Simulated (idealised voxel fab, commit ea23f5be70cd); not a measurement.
process module | voxel self aligned vias
cross-section cut | 280 nm wide | cells 5 nm
A cross-section is a grid of square cells, given in bands from the top down. A band is one or more rows of cells.
Each band's line starts with the height of the band's top and of its bottom, in nm. Then come its materials from left to right, each with its width in nm. One material with "throughout" fills the band from edge to edge. "air" is empty space.
Height 0 is the level under which the wafer as received is all one material. The lowest band goes on downwards, as in "0 down".
A width such as "30 to 40" changes by the same amount from each row of cells to the next, from the band's top row to its bottom row.
"no change" after a step means that no cell of the cross-section changed.
closed voids: empty space of 8 cells or more with no open way to the top, each as width x height at its distance from the left edge, in nm
after a step's settings: what the simulator itself notes on the step
overlay nm, on a step with a mask: how far to the right of its planned place the mask lay; to the left if negative
plan
1 op RECEIVE | material Si
2 op CONFORMAL_DEP | material SiO2 | thk nm 15
3 op CONFORMAL_DEP | material SiCN | thk nm 5
4 op DIRECTIONAL_DEP | material SiO2 | thk nm 30
5 op PATTERN | tone open | mask id LINES | material resist | width nm 20 | pitch nm 70 | thk nm 20 | overlay nm 0
6 op DIRECTIONAL_ETCH | etch materials SiO2 | depth nm 30
7 op STRIP | etch materials resist
8 op CONFORMAL_DEP | material TiN | thk nm 5
9 op FILL_DEP | material Ru | thk nm 5
10 op CMP | height nm 50
11 op SELECTIVE_ETCH | etch materials W Ru TiN | depth nm 10
12 op FILL_DEP | material SiN | thk nm 5
13 op CMP | height nm 50
14 op DIRECTIONAL_DEP | material SiO2 | thk nm 15
15 op MASKED_ETCH | tone open | mask id VIAS | width nm 50 | pitch nm 70 | etch materials SiO2 | depth nm 15 | overlay nm 0
16 op MASKED_ETCH | tone open | mask id VIAS | width nm 50 | pitch nm 70 | etch materials SiN | depth nm 10 | overlay nm 0
17 op CONFORMAL_DEP | material TiN | thk nm 5
18 op FILL_DEP | material Ru | thk nm 5
19 op CMP | height nm 65
20 op CONFORMAL_DEP | material SiN | thk nm 5
varied across the wafers: width nm of step 5. The plan shows the first wafer's value. All wafers start alike
first wafer as received, after step 1
  0 down: Si throughout
  closed voids: none
each wafer at the end: cells of each material gained (+) or lost (-) since it was received, then its closed voids
width nm 20 | +78 Ru | +56 SiCN | +56 SiN | +510 SiO2 | +84 TiN | closed voids: none
width nm 25 | +93 Ru | +56 SiCN | +56 SiN | +492 SiO2 | +87 TiN | closed voids: none
width nm 30 | +108 Ru | +56 SiCN | +56 SiN | +474 SiO2 | +90 TiN | closed voids: none
width nm 35 | +123 Ru | +56 SiCN | +56 SiN | +456 SiO2 | +93 TiN | closed voids: none
width nm 40 | +138 Ru | +56 SiCN | +56 SiN | +438 SiO2 | +96 TiN | closed voids: none
width nm 45 | +153 Ru | +56 SiCN | +56 SiN | +420 SiO2 | +99 TiN | closed voids: none
